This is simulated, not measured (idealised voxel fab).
Process module heading - voxel tone inversion
cross-section cut | 150 nm wide | cells 5 nm
How to read a cross-section here: the picture is a grid of square cells, written as bands going from the top down, and any band can span one or more rows of cells.
In this notation a band is specified by the heights of its top and bottom, in that order and in nm, after which its materials appear from left to right, each paired with its width in nm. The word "all across" attached to a single material means that material fills the band from edge to edge; the word "blank" stands for empty space.
Counting heights begins at 0, where everything beneath is, in the wafer as received, one material. The lowest band has no bottom; it goes on downwards, as "0 nm and below" shows.
With a width like "30 to 40", each row of cells in the band differs from the next by the same amount, the top row carrying the first number and the bottom row the second.
"no change occurred" after a step means that no cell of the cross-section changed.
Closed-off voids of 8+ cells (no open route to the top) go in "Trapped void list", written width x height at distance from the left edge, in nm.
That trailing text on a step's line, after the settings, is the simulator's own remark on the step.
"overlay nm" denotes, for a step that has a mask, the displacement of the mask to the right of its planned place, with negative values corresponding to the left.

**Set out below are the planned steps of the process**
1. RECEIVE (material Si)
2. CONFORMAL_DEP (material SiN; thk nm 10)
3. DIRECTIONAL_DEP (material aC; thk nm 25)
4. PATTERN (tone cover; mask id POSTS; material resist; width nm 15; pitch nm 45; thk nm 30; overlay nm 0)
5. DIRECTIONAL_ETCH (etch materials aC; depth nm 25)
6. STRIP (etch materials resist)
7. FILL_DEP (material SiO2; thk nm 5)
8. CMP (height nm 35)
9. STRIP (etch materials aC)
10. CONFORMAL_DEP (material TiN; thk nm 5)
11. FILL_DEP (material W; thk nm 5)
12. CMP (height nm 35)
13. CONFORMAL_DEP (material SiCN; thk nm 5)

**On the first of the two wafers: run conducted according to plan**

**Cross-section: wafer on arrival = after step 1**
  0 nm and below = Si all across
  Trapped void list: none

**Cross-section: wafer state after step 2**
  10 nm to 0 nm = SiN all across
  For the remainder of the cross-section, below 0, there is no change.

**Cross-section: wafer state after step 3**
  35 nm to 10 nm = aC all across
  For the remainder of the cross-section, below 10, there is no change.

**Cross-section: wafer state after step 4**
  65 nm to 35 nm = blank 20 nm / resist 15 nm / blank 30 nm / resist 15 nm / blank 30 nm / resist 15 nm / blank 25 nm
  For the remainder of the cross-section, below 35, there is no change.

**Cross-section: wafer state after step 5**
  40 nm to 35 nm = blank 20 nm / resist 15 nm / blank 30 nm / resist 15 nm / blank 30 nm / resist 15 nm / blank 25 nm
  35 nm to 10 nm = blank 20 nm / aC 15 nm / blank 30 nm / aC 15 nm / blank 30 nm / aC 15 nm / blank 25 nm
  For the remainder of the cross-section, below 10, there is no change.

**Cross-section: wafer state after step 6**
  35 nm to 10 nm = blank 20 nm / aC 15 nm / blank 30 nm / aC 15 nm / blank 30 nm / aC 15 nm / blank 25 nm
  For the remainder of the cross-section, below 10, there is no change.

**Cross-section: wafer state after step 7**
  40 nm to 35 nm = SiO2 all across
  35 nm to 10 nm = SiO2 20 nm / aC 15 nm / SiO2 30 nm / aC 15 nm / SiO2 30 nm / aC 15 nm / SiO2 25 nm
  For the remainder of the cross-section, below 10, there is no change.

**Cross-section: wafer state after step 8**
  35 nm to 10 nm = SiO2 20 nm / aC 15 nm / SiO2 30 nm / aC 15 nm / SiO2 30 nm / aC 15 nm / SiO2 25 nm
  For the remainder of the cross-section, below 10, there is no change.

**Cross-section: wafer state after step 9**
  35 nm to 10 nm = SiO2 20 nm / blank 15 nm / SiO2 30 nm / blank 15 nm / SiO2 30 nm / blank 15 nm / SiO2 25 nm
  For the remainder of the cross-section, below 10, there is no change.

**Cross-section: wafer state after step 10**
  40 nm to 35 nm = TiN 25 nm / blank 5 nm / TiN 40 nm / blank 5 nm / TiN 40 nm / blank 5 nm / TiN 30 nm
  35 nm to 15 nm = SiO2 20 nm / TiN 5 nm / blank 5 nm / TiN 5 nm / SiO2 30 nm / TiN 5 nm / blank 5 nm / TiN 5 nm / SiO2 30 nm / TiN 5 nm / blank 5 nm / TiN 5 nm / SiO2 25 nm
  15 nm to 10 nm = SiO2 20 nm / TiN 15 nm / SiO2 30 nm / TiN 15 nm / SiO2 30 nm / TiN 15 nm / SiO2 25 nm
  For the remainder of the cross-section, below 10, there is no change.

**Cross-section: wafer state after step 11**
  45 nm to 40 nm = W all across
  40 nm to 35 nm = TiN 25 nm / W 5 nm / TiN 40 nm / W 5 nm / TiN 40 nm / W 5 nm / TiN 30 nm
  35 nm to 15 nm = SiO2 20 nm / TiN 5 nm / W 5 nm / TiN 5 nm / SiO2 30 nm / TiN 5 nm / W 5 nm / TiN 5 nm / SiO2 30 nm / TiN 5 nm / W 5 nm / TiN 5 nm / SiO2 25 nm
  For the remainder of the cross-section, below 15, there is no change.

**Cross-section: wafer state after step 12**
  35 nm to 15 nm = SiO2 20 nm / TiN 5 nm / W 5 nm / TiN 5 nm / SiO2 30 nm / TiN 5 nm / W 5 nm / TiN 5 nm / SiO2 30 nm / TiN 5 nm / W 5 nm / TiN 5 nm / SiO2 25 nm
  For the remainder of the cross-section, below 15, there is no change.

**Cross-section: wafer state after step 13**
  40 nm to 35 nm = SiCN all across
  For the remainder of the cross-section, below 35, there is no change.

**Wafer two of two - same starting point, same process plan, one mistake in execution; matches wafer one up to and including step 6**

**Second wafer: cross-section at the scheduled end of step 7**
  40 nm to 35 nm = SiCN all across
  35 nm to 10 nm = SiCN 20 nm / aC 15 nm / SiCN 30 nm / aC 15 nm / SiCN 30 nm / aC 15 nm / SiCN 25 nm
  For the remainder of the cross-section, below 10, there is no change.

**Second wafer: cross-section at the scheduled end of step 8**
  35 nm to 10 nm = SiCN 20 nm / aC 15 nm / SiCN 30 nm / aC 15 nm / SiCN 30 nm / aC 15 nm / SiCN 25 nm
  For the remainder of the cross-section, below 10, there is no change.

**Second wafer: cross-section at the scheduled end of step 9**
  35 nm to 10 nm = SiCN 20 nm / blank 15 nm / SiCN 30 nm / blank 15 nm / SiCN 30 nm / blank 15 nm / SiCN 25 nm
  For the remainder of the cross-section, below 10, there is no change.

**Second wafer: cross-section at the scheduled end of step 10**
  40 nm to 35 nm = TiN 25 nm / blank 5 nm / TiN 40 nm / blank 5 nm / TiN 40 nm / blank 5 nm / TiN 30 nm
  35 nm to 15 nm = SiCN 20 nm / TiN 5 nm / blank 5 nm / TiN 5 nm / SiCN 30 nm / TiN 5 nm / blank 5 nm / TiN 5 nm / SiCN 30 nm / TiN 5 nm / blank 5 nm / TiN 5 nm / SiCN 25 nm
  15 nm to 10 nm = SiCN 20 nm / TiN 15 nm / SiCN 30 nm / TiN 15 nm / SiCN 30 nm / TiN 15 nm / SiCN 25 nm
  For the remainder of the cross-section, below 10, there is no change.

**Second wafer: cross-section at the scheduled end of step 11**
  45 nm to 40 nm = W all across
  40 nm to 35 nm = TiN 25 nm / W 5 nm / TiN 40 nm / W 5 nm / TiN 40 nm / W 5 nm / TiN 30 nm
  35 nm to 15 nm = SiCN 20 nm / TiN 5 nm / W 5 nm / TiN 5 nm / SiCN 30 nm / TiN 5 nm / W 5 nm / TiN 5 nm / SiCN 30 nm / TiN 5 nm / W 5 nm / TiN 5 nm / SiCN 25 nm
  For the remainder of the cross-section, below 15, there is no change.

**Second wafer: cross-section at the scheduled end of step 12**
  35 nm to 15 nm = SiCN 20 nm / TiN 5 nm / W 5 nm / TiN 5 nm / SiCN 30 nm / TiN 5 nm / W 5 nm / TiN 5 nm / SiCN 30 nm / TiN 5 nm / W 5 nm / TiN 5 nm / SiCN 25 nm
  For the remainder of the cross-section, below 15, there is no change.

**Second wafer: cross-section at the scheduled end of step 13**
  40 nm to 35 nm = SiCN all across
  For the remainder of the cross-section, below 35, there is no change.
Against the plan, the run slipped here: step 7 was run on a setting that differed from the plan, and what really ran there is FILL_DEP (material SiCN; thk nm 5)
Materials where the second wafer ends with more or fewer cells than the first: SiCN: 105 more | SiO2: 105 fewer
